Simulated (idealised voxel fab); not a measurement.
Title: Process Module voxel self aligned contacts
This is section cut - it's 245 nm across, gridded in 5 nm square cells.
Notation: cross-section as square-cell grid; stated in bands, top first, going down; one or more cell rows per band. Band: top and bottom heights (nm) first, top before bottom; then materials from left to right, widths in nm. "full width" marks a sole material filling the band edge to edge. "blank" denotes empty space. Measure heights from 0. That's the level where, below it, the as-received wafer is all one material. The lowest band is bottomless and extends downward; write it as in "top 0, no bottom". Note: "30->40" means the width goes from the first number (top row of the band) to the second number (bottom row) in equal steps per row of cells. "remains unaltered" for a step: no cell of the cross-section changed in that step. In "Closed cavities" the enclosed voids are listed, meaning empty spaces of 8 cells or larger without any opening to the top. The form is width x height at distance, distance from the left edge, units nm. If you see something after the settings on a step's line, that's the simulator's own remark about that step. When a step includes a mask, the "overlay nm" setting on its line states how far to the right of its planned place that mask lay, and negative values state how far to the left.

Planned process steps
1: RECEIVE [material Si]
2: CONFORMAL_DEP [material SiO2] [thk nm 5]
3: DIRECTIONAL_DEP [material polySi] [thk nm 20]
4: DIRECTIONAL_DEP [material SiN] [thk nm 20]
5: PATTERN [tone cover] [mask id GATE] [material resist] [width nm 35] [pitch nm 70] [thk nm 20] [overlay nm 0]
6: DIRECTIONAL_ETCH [etch materials SiN] [depth nm 20]
7: DIRECTIONAL_ETCH [etch materials polySi] [depth nm 20]
8: STRIP [etch materials resist]
9: CONFORMAL_DEP [material SiN] [thk nm 5]
10: DIRECTIONAL_ETCH [etch materials SiN] [depth nm 5]
11: FILL_DEP [material SiO2] [thk nm 10]
12: CMP [height nm 50]
13: DIRECTIONAL_DEP [material aC] [thk nm 15]
14: PATTERN [tone open] [mask id CONTACT] [material resist] [width nm 45] [pitch nm 70] [thk nm 35] [overlay nm 0]
15: DIRECTIONAL_ETCH [etch materials aC] [depth nm 15]
16: STRIP [etch materials resist]
17: DIRECTIONAL_ETCH [etch materials SiO2] [depth nm 50]
18: STRIP [etch materials aC]
19: CONFORMAL_DEP [material TiN] [thk nm 5]
20: FILL_DEP [material W] [thk nm 5]
21: CMP [height nm 50]
22: CONFORMAL_DEP [material SiCN] [thk nm 5]

Incoming wafer, cross-sectional view, post step 1
	top 0, no bottom  Si full width
	Closed cavities: none

Sectioned view, first of two wafers, at the close of the module, processed as intended in the plan
	top 55, bottom 50  SiCN full width
	top 50, bottom 45  SiO2: 65, TiN: 15, W: 15, TiN: 15, SiO2: 25, TiN: 15, W: 15, TiN: 15, SiO2: 65
	top 45, bottom 25  SiO2: 30, SiN: 45, TiN: 5, W: 15, TiN: 5, SiN: 45, TiN: 5, W: 15, TiN: 5, SiN: 45, SiO2: 30
	top 25, bottom 5  SiO2: 30, SiN: 5, polySi: 35, SiN: 5, TiN: 5, W: 15, TiN: 5, SiN: 5, polySi: 35, SiN: 5, TiN: 5, W: 15, TiN: 5, SiN: 5, polySi: 35, SiN: 5, SiO2: 30
	top 5, bottom 0  SiO2: 75, TiN: 25, SiO2: 45, TiN: 25, SiO2: 75
	top 0, no bottom  Si full width
	Closed cavities: none

Second wafer through the module, sectioned at the end: same beginning and same plan as the first wafer, with one mistake in carrying it out
	top 55, bottom 50  SiCN full width
	top 50, bottom 45  SiO2: 30, SiN: 45, TiN: 25, SiN: 45, TiN: 25, SiN: 45, SiO2: 30
	top 45, bottom 25  SiN full width
	top 25, bottom 5  polySi full width
	top 5, bottom 0  SiO2 full width
	top 0, no bottom  Si full width
	Closed cavities: none
Heads up, the wafer didn't run the way we planned it: plan step 4 ran twice
End check, counted in cells, second wafer has more or fewer of these materials than the first: +91 SiN; -105 SiO2; -44 TiN; -54 W; +112 polySi
